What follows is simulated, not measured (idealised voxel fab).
process module | voxel transistor to metal
cross-section cut | 205 nm wide | cells 5 nm
A cross-section is a grid of square cells, given in bands from the top down. A band is one or more rows of cells.
Each band's line starts with the height of the band's top and of its bottom, in nm. Then come its materials from left to right, each with its width in nm. One material with "throughout" fills the band from edge to edge. "air" is empty space.
Height 0 is the level under which the wafer as received is all one material. The lowest band goes on downwards, as in "0 down".
A width such as "30 to 40" changes by the same amount from each row of cells to the next, from the band's top row to its bottom row.
"no change" after a step means that no cell of the cross-section changed.
closed voids: empty space of 8 cells or more with no open way to the top, each as width x height at its distance from the left edge, in nm
after a step's settings: what the simulator itself notes on the step
overlay nm, on a step with a mask: how far to the right of its planned place the mask lay; to the left if negative
plan
1 op RECEIVE | material Si
2 op OXIDIZE | depth nm 5
3 op CONFORMAL_DEP | material SiN | thk nm 10
4 op PATTERN | tone cover | mask id ACTIVE | material resist | width nm 110 | thk nm 15 | overlay nm 0
5 op DIRECTIONAL_ETCH | etch materials SiN | depth nm 10
6 op DIRECTIONAL_ETCH | etch materials SiO2 | depth nm 5
7 op DIRECTIONAL_ETCH | etch materials Si | depth nm 35
8 op STRIP | etch materials resist
9 op OXIDIZE | depth nm 5
10 op FILL_DEP | material SiO2 | thk nm 15
11 op CMP | height nm 10
12 op SELECTIVE_ETCH | etch materials SiO2 | depth nm 10
13 op STRIP | etch materials SiN
14 op SELECTIVE_ETCH | etch materials SiO2 | depth nm 5
15 op OXIDIZE | depth nm 5
16 op DIRECTIONAL_DEP | material polySi | thk nm 25
17 op DIRECTIONAL_DEP | material SiCN | thk nm 15
18 op MASKED_ETCH | tone cover | mask id GATE | width nm 20 | etch materials SiCN | depth nm 25 | overlay nm 0
19 op MASKED_ETCH | tone cover | mask id GATE | width nm 20 | etch materials polySi | depth nm 35 | overlay nm 0
20 op CONFORMAL_DEP | material SiN | thk nm 5
21 op DIRECTIONAL_ETCH | etch materials SiN | depth nm 5
22 op DIRECTIONAL_ETCH | etch materials SiO2 | depth nm 5
23 op DIRECTIONAL_ETCH | etch materials Si | depth nm 5
24 op EPI | material pSi | thk nm 10
25 op FILL_DEP | material SiO2 | thk nm 10
26 op CMP | height nm 35
27 op DIRECTIONAL_DEP | material SiO2 | thk nm 10
28 op DIRECTIONAL_DEP | material aC | thk nm 15
29 op PATTERN | tone open | mask id CONTACT | material resist | width nm 15 | pitch nm 75 | thk nm 30 | overlay nm 0
30 op DIRECTIONAL_ETCH | etch materials aC | depth nm 15
31 op STRIP | etch materials resist
32 op DIRECTIONAL_ETCH | etch materials SiO2 | depth nm 50
33 op STRIP | etch materials aC
34 op CONFORMAL_DEP | material TiN | thk nm 5
35 op FILL_DEP | material W | thk nm 5
36 op CMP | height nm 45
37 op DIRECTIONAL_DEP | material TiN | thk nm 5
38 op DIRECTIONAL_DEP | material W | thk nm 25
39 op PATTERN | tone cover | mask id METAL_1 | material resist | width nm 15 | pitch nm 75 | thk nm 15 | overlay nm 0
40 op DIRECTIONAL_ETCH | etch materials W | depth nm 25
41 op DIRECTIONAL_ETCH | etch materials TiN | depth nm 5
42 op STRIP | etch materials resist
43 op FILL_DEP | material lowk | thk nm 10
44 op CMP | height nm 75
45 op CONFORMAL_DEP | material SiCN | thk nm 5
46 op DIRECTIONAL_DEP | material lowk | thk nm 35
47 op MASKED_ETCH | tone open | mask id METAL_2 | width nm 15 | pitch nm 75 | etch materials lowk | depth nm 20 | overlay nm 0
48 op MASKED_ETCH | tone open | mask id METAL_2_HOLES | width nm 15 | pitch nm 75 | etch materials lowk | depth nm 15 | overlay nm 0
49 op MASKED_ETCH | tone open | mask id METAL_2_HOLES | width nm 15 | pitch nm 75 | etch materials SiCN | depth nm 5 | overlay nm 0
50 op CONFORMAL_DEP | material TiN | thk nm 5
51 op FILL_DEP | material Cu | thk nm 5
52 op CMP | height nm 115
53 op CONFORMAL_DEP | material SiN | thk nm 5
varied across the wafers: width nm of step 47. The plan shows the first wafer's value. All wafers start alike
first wafer as received, after step 1
  0 down: Si throughout
  closed voids: none
each wafer at the end: cells of each material gained (+) or lost (-) since it was received, then its closed voids
width nm 15 | +14 Cu | -243 Si | +47 SiCN | +57 SiN | +470 SiO2 | +82 TiN | +48 W | +455 lowk | +34 pSi | +20 polySi | closed voids: none
width nm 20 | +20 Cu | -243 Si | +47 SiCN | +57 SiN | +470 SiO2 | +84 TiN | +48 W | +447 lowk | +34 pSi | +20 polySi | closed voids: none
width nm 25 | +26 Cu | -243 Si | +47 SiCN | +57 SiN | +470 SiO2 | +86 TiN | +48 W | +439 lowk | +34 pSi | +20 polySi | closed voids: none
width nm 30 | +32 Cu | -243 Si | +47 SiCN | +57 SiN | +470 SiO2 | +88 TiN | +48 W | +431 lowk | +34 pSi | +20 polySi | closed voids: none
